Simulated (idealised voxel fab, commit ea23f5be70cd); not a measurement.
Process module in this document: voxel capacitor over wiring
For reference, the cross-section in this document is cut, with width 250 nm and square cells of 5 nm.
Cross-section = grid of square cells, listed top down in bands; band = one or more rows. Read a band's entry like this: the first values are the height of its top and the height of its bottom in nm, and what follows is the sequence of materials from left to right, each with its width in nm. Note that "air" is empty space, and that a single material marked "everywhere" reaches across the band from edge to edge. Note: height 0 marks the level under which the wafer is uniformly one material as received. Lowest band unbounded below, written "0..down". You'd read "30 to 40" like this: the band's top row of cells is as wide as the first number, its bottom row is as wide as the second, and going down, every row changes width by the same amount as the row before did. Step note "stayed the same" = no cross-section cell changed. Voids not open to the top, 8 cells minimum: see "Enclosed void inventory". Written width x height at distance; distance is from the left edge; nm. Text after the settings on a step's line: the simulator's own remark on that step. overlay nm: right-of-plan distance of the mask on a masked step; negative values mean left-of-plan.
Plan:
1: op RECEIVE | material Si
2: op CONFORMAL_DEP | material SiO2 | thk nm 10
3: op DIRECTIONAL_DEP | material TiN | thk nm 5
4: op DIRECTIONAL_DEP | material W | thk nm 15
5: op DIRECTIONAL_DEP | material aC | thk nm 10
6: op PATTERN | tone cover | mask id METAL_1 | material resist | width nm 25 | pitch nm 90 | thk nm 25 | overlay nm 0
7: op DIRECTIONAL_ETCH | etch materials aC | depth nm 10
8: op STRIP | etch materials resist
9: op DIRECTIONAL_ETCH | etch materials W | depth nm 15
10: op DIRECTIONAL_ETCH | etch materials TiN | depth nm 5
11: op STRIP | etch materials aC
12: op CONFORMAL_DEP | material SiCN | thk nm 5
13: op FILL_DEP | material SiO2 | thk nm 5
14: op CMP | height nm 30
15: op CONFORMAL_DEP | material SiCN | thk nm 5
16: op DIRECTIONAL_DEP | material SiO2 | thk nm 15
17: op MASKED_ETCH | tone open | mask id PLUG_1 | width nm 15 | etch materials SiO2 | depth nm 15 | overlay nm 0
18: op MASKED_ETCH | tone open | mask id PLUG_1 | width nm 15 | etch materials SiCN | depth nm 5 | overlay nm -15
19: op EPI | material Ru | thk nm 10
20: op EPI | material Ru | thk nm 10
21: op DIRECTIONAL_DEP | material TiN | thk nm 10
22: op DIRECTIONAL_DEP | material SiN | thk nm 5
23: op DIRECTIONAL_DEP | material TiN | thk nm 10
24: op MASKED_ETCH | tone cover | mask id UPPER_PLATE | width nm 70 | etch materials TiN | depth nm 10 | overlay nm 0
25: op MASKED_ETCH | tone cover | mask id UPPER_PLATE | width nm 70 | etch materials SiN | depth nm 5 | overlay nm 0
26: op PATTERN | tone cover | mask id LOWER_PLATE | material resist | width nm 80 | thk nm 20 | overlay nm 0
27: op DIRECTIONAL_ETCH | etch materials TiN | depth nm 10
28: op STRIP | etch materials resist
29: op FILL_DEP | material SiO2 | thk nm 20
30: op CMP | height nm 90
31: op DIRECTIONAL_DEP | material aC | thk nm 15
32: op PATTERN | tone open | mask id PLUG_2 | material resist | width nm 15 | thk nm 30 | overlay nm 0
33: op DIRECTIONAL_ETCH | etch materials aC | depth nm 15
34: op STRIP | etch materials resist
35: op DIRECTIONAL_ETCH | etch materials SiO2 | depth nm 15
36: op STRIP | etch materials aC
37: op CONFORMAL_DEP | material TiN | thk nm 5
38: op FILL_DEP | material Ru | thk nm 5
39: op CMP | height nm 90
40: op CONFORMAL_DEP | material SiCN | thk nm 5
The value of overlay nm given for step 18 in the plan refers to the first wafer; the wafers vary in this setting and are alike at the start.
The as-received cross-section of the first of several wafers corresponds to the state after step 1:
0..down = Si everywhere
Enclosed void inventory: none
Here is the cross-section of the first of several wafers at the end of the module, after its last step, step 40:
95..90 = SiCN everywhere
90..80 = SiO2 85; TiN 5; Ru 5; TiN 5; SiO2 150
80..75 = SiO2 85; TiN 15; SiO2 150
75..65 = SiO2 90; TiN 55; SiO2 105
65..60 = SiO2 90; SiN 55; SiO2 105
60..50 = SiO2 70; TiN 80; SiO2 100
50..45 = SiO2 75; SiN 15; SiO2 160
45..35 = SiO2 75; TiN 15; SiO2 160
35..30 = SiCN everywhere
30..15 = SiO2 60; SiCN 5; W 25; SiCN 5; SiO2 55; SiCN 5; W 25; SiCN 5; SiO2 65
15..10 = SiCN 65; TiN 25; SiCN 65; TiN 25; SiCN 70
10..0 = SiO2 everywhere
0..down = Si everywhere
Enclosed void inventory: none
Wafer cross-section (last wafer, module end):
95..90 = SiCN everywhere
90..80 = SiO2 85; TiN 5; Ru 5; TiN 5; SiO2 150
80..75 = SiO2 85; TiN 15; SiO2 150
75..65 = SiO2 90; TiN 55; SiO2 105
65..60 = SiO2 90; SiN 55; SiO2 105
60..50 = SiO2 70; TiN 80; SiO2 100
50..45 = SiO2 75; SiN 15; SiO2 160
45..35 = SiO2 75; TiN 15; SiO2 160
35..30 = SiCN everywhere
30..15 = SiO2 60; SiCN 5; W 25; SiCN 5; SiO2 55; SiCN 5; W 25; SiCN 5; SiO2 65
15..10 = SiCN 65; TiN 25; SiCN 65; TiN 25; SiCN 70
10..0 = SiO2 everywhere
0..down = Si everywhere
Enclosed void inventory: none
Take any row and you have a wafer at the end of the module: how many cells of each material it has gained (+) or lost (-) since it was received, and then its closed voids:
overlay nm -15, +2 Ru, +152 SiCN, +14 SiN, +675 SiO2, +77 TiN, +30 W, Enclosed void inventory: none
overlay nm -10, +12 Ru, +151 SiCN, +14 SiN, +666 SiO2, +77 TiN, +30 W, Enclosed void inventory: none
overlay nm -5, +13 Ru, +150 SiCN, +14 SiN, +666 SiO2, +77 TiN, +30 W, Enclosed void inventory: none
overlay nm 0, +14 Ru, +149 SiCN, +14 SiN, +666 SiO2, +77 TiN, +30 W, Enclosed void inventory: none
overlay nm 5, +13 Ru, +150 SiCN, +14 SiN, +666 SiO2, +77 TiN, +30 W, Enclosed void inventory: none
overlay nm 10, +12 Ru, +151 SiCN, +14 SiN, +666 SiO2, +77 TiN, +30 W, Enclosed void inventory: none
overlay nm 15, +2 Ru, +152 SiCN, +14 SiN, +675 SiO2, +77 TiN, +30 W, Enclosed void inventory: none
